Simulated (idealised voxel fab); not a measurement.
process module | voxel ribs on slabs
FYI the section here is cut, 220 nm wide, cells are 5 nm squares.
The cross-sections in this document take the form of a grid made of square cells. They are written out as bands, in order from top to bottom. Each band consists of one or more rows of cells.
A band entry consists of two parts. The first gives the height of the band's top and the height of its bottom, in nm. The rest lists the band's materials from left to right, each with its width in nm. A single material labelled with the word "full width" fills the band from edge to edge, and the word "empty" marks empty space.
Counting heights begins at 0, where everything beneath is, in the wafer as received, one material. The lowest band has no bottom; it goes on downwards, as "z 0 and below" shows.
The width entry "30 to 40" should be interpreted row by row: the top row of cells in the band takes the first number, the bottom row takes the second number, and the change between adjacent rows is uniform throughout.
Reading "nothing got changed" for a step: not a cell of the cross-section changed in it.
Listed in "Listed closed voids": every empty space of 8 or more cells without an open way to the top. Form: width x height at distance, the distance being from the left edge, all in nm.
Post-settings text on a step line: simulator's own remark regarding the step.
The optional step-line setting "overlay nm" applies to steps with a mask and quantifies how far to the right of its planned location the mask lay, a negative value indicating leftward placement.
The steps planned for the process are as follows:
1,RECEIVE (material Si)
2,DIRECTIONAL_DEP (material SiO2; thk nm 20)
3,DIRECTIONAL_DEP (material polySi; thk nm 25)
4,PATTERN (tone cover; mask id RIB; material resist; width nm 25; thk nm 20; overlay nm 0)
5,DIRECTIONAL_ETCH (etch materials polySi; depth nm 5)
6,STRIP (etch materials resist)
7,MASKED_ETCH (tone cover; mask id SLAB; width nm 75; etch materials polySi; depth nm 20; overlay nm 0)
8,FILL_DEP (material SiO2; thk nm 20)
9,CMP (height nm 55)
10,DIRECTIONAL_DEP (material W; thk nm 10)
11,DIRECTIONAL_DEP (material aC; thk nm 10)
12,PATTERN (tone cover; mask id HEATER; material resist; width nm 35; thk nm 30; overlay nm 0)
13,DIRECTIONAL_ETCH (etch materials aC; depth nm 10)
14,STRIP (etch materials resist)
15,DIRECTIONAL_ETCH (etch materials W; depth nm 10)
16,STRIP (etch materials aC)
17,CONFORMAL_DEP (material SiN; thk nm 5)
Cross-section of the wafer at receipt, which is the condition after step 1:
* z 0 and below | Si full width
* Listed closed voids: none
Starting structure and process plan are as shown above, but one mistake was made in running the module; the wafer cross-section at the end of the module follows:
* z 70 to 65 | 85 nm empty; 45 nm SiN; 90 nm empty
* z 65 to 60 | 85 nm empty; 5 nm SiN; 35 nm W; 5 nm SiN; 90 nm empty
* z 60 to 55 | 90 nm SiN; 35 nm W; 95 nm SiN
* z 55 to 40 | 70 nm SiO2; 75 nm polySi; 75 nm SiO2
* z 40 to 0 | SiO2 full width
* z 0 and below | Si full width
* Listed closed voids: none
In executing the process, a mistake was made relative to the plan: step 2 from the plan got run twice
